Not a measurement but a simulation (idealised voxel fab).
This section sets out a process module, namely voxel tone inversion.
Xsec cut, 265 nm wide, square cell size 5 nm.
How to read a cross-section here: the picture is a grid of square cells, written as bands going from the top down, and any band can span one or more rows of cells. It is stipulated that each band's entry specify, in nanometres, the height of the top of the band and then that of its bottom, followed by the materials of the band in left-to-right sequence, each together with its width in nanometres. A single material marked by the word "throughout" is understood to fill the band from edge to edge; the word "blank" is understood to denote empty space. Zero point of the height axis is 0; under it, received wafer = one material. Lowest band: continues down indefinitely, "from 0 down". It should be noted that a width expressed as "30 to 40" varies in equal increments from row to row of cells within the band, taking the value of the first number at the top row and that of the second number at the bottom row. Any step labelled "nothing changed" changed none of the cells in the cross-section. "Closed void catalog": empty spaces of 8 cells or more with no open way to the top, each given as width x height at distance, distance from the left edge, all in nm. Text after the settings on a step's line: the simulator's own remark on that step. The optional step-line setting "overlay nm" applies to steps with a mask and quantifies how far to the right of its planned location the mask lay, a negative value indicating leftward placement.

# Set out below are the planned steps of the process
1. op RECEIVE | material Si
2. op CONFORMAL_DEP | material SiN | thk nm 10
3. op DIRECTIONAL_DEP | material polySi | thk nm 20
4. op PATTERN | tone cover | mask id POSTS | material resist | width nm 15 | pitch nm 40 | thk nm 30 | overlay nm -15
5. op DIRECTIONAL_ETCH | etch materials polySi | depth nm 20
6. op STRIP | etch materials resist
7. op FILL_DEP | material lowk | thk nm 10
8. op CMP | height nm 30
9. op STRIP | etch materials polySi
The overlay nm used in step 4 is not the same on every wafer, whereas the starting condition is; the value printed in the plan is the first wafer's.

# The first of several wafers as received, shown in cross-section; this is its state after step 1
from 0 down  Si throughout
Closed void catalog: none

# What follows is a table in which each wafer occupies a row; for the wafer as it stands at the close of the module, the row states, material by material, how many cells have been gained (+) or lost (-) since receipt, and then gives its closed voids
overlay nm -15, +106 SiN, +164 lowk, Closed void catalog: none
overlay nm -10, +106 SiN, +164 lowk, Closed void catalog: none
overlay nm -5, +106 SiN, +164 lowk, Closed void catalog: none
overlay nm 0, +106 SiN, +164 lowk, Closed void catalog: none
overlay nm 5, +106 SiN, +164 lowk, Closed void catalog: none
overlay nm 10, +106 SiN, +164 lowk, Closed void catalog: none
overlay nm 15, +106 SiN, +164 lowk, Closed void catalog: none
